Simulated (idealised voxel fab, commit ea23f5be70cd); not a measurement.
The following process module bears the name voxel ribs on slabs.
Pictured: cross-section cut, 270 nm wide, on a grid of 5 nm square cells.
Each cross-section below is a grid of square cells, stated as bands in top-down order, with one or more rows of cells making up each band. Band: top height; bottom height; in nm. Then, left to right: material with width in nm, for each material. "everywhere": a single material spanning edge to edge. "air": empty space. Heights are measured from 0, the level below which the as-received wafer is all one material; the lowest band has no bottom and continues downward, written as in "0 down". With a width like "30..40", each row of cells in the band differs from the next by the same amount, the top row carrying the first number and the bottom row the second. "same as before" means the step left every cell of the cross-section as it was. Look at "Enclosed void list" for the closed voids: empty spaces with no open path to the top, sized 8 cells or up. Each is width x height at distance, distance from the left edge, all nm. If you see something after the settings on a step's line, that's the simulator's own remark about that step. Regarding "overlay nm": on a step with a mask, it is the distance the mask lay to the right of its planned place; a negative value places it to the left.
-- Steps in the process plan
- 1: RECEIVE (material Si)
- 2: DIRECTIONAL_DEP (material SiO2; thk nm 30)
- 3: DIRECTIONAL_DEP (material polySi; thk nm 25)
- 4: MASKED_ETCH (tone cover; mask id RIB; width nm 20; etch materials polySi; depth nm 5; overlay nm 0)
- 5: MASKED_ETCH (tone cover; mask id SLAB; width nm 80; etch materials polySi; depth nm 20; overlay nm 0)
- 6: FILL_DEP (material SiO2; thk nm 30)
- 7: CMP (height nm 75)
- 8: DIRECTIONAL_DEP (material W; thk nm 10)
- 9: PATTERN (tone cover; mask id HEATER; material resist; width nm 30; thk nm 15; overlay nm 0)
- 10: DIRECTIONAL_ETCH (etch materials W; depth nm 10)
- 11: STRIP (etch materials resist)
- 12: CONFORMAL_DEP (material SiO2; thk nm 10)
-- Cross-sectional view of the wafer in its as-received condition, corresponding to the state after step 1
* 0 down = Si everywhere
* Enclosed void list: none
-- End-of-module cross-section of the first of two wafers, processed as planned
* 95 to 85 = air 110  SiO2 50  air 110
* 85 to 75 = SiO2 120  W 30  SiO2 120
* 75 to 55 = SiO2 everywhere
* 55 to 50 = SiO2 125  polySi 20  SiO2 125
* 50 to 30 = SiO2 95  polySi 80  SiO2 95
* 30 to 0 = SiO2 everywhere
* 0 down = Si everywhere
* Enclosed void list: none
-- End-of-module cross-section of the second wafer: identical starting point and process plan to the first, with one processing mistake
* 85 to 75 = air 120  W 30  air 120
* 75 to 55 = SiO2 everywhere
* 55 to 50 = SiO2 125  polySi 20  SiO2 125
* 50 to 30 = SiO2 95  polySi 80  SiO2 95
* 30 to 0 = SiO2 everywhere
* 0 down = Si everywhere
* Enclosed void list: none
Processing error: plan step 12 never ran because it was skipped
Materials where the second wafer ends with more or fewer cells than the first: 116 fewer of SiO2
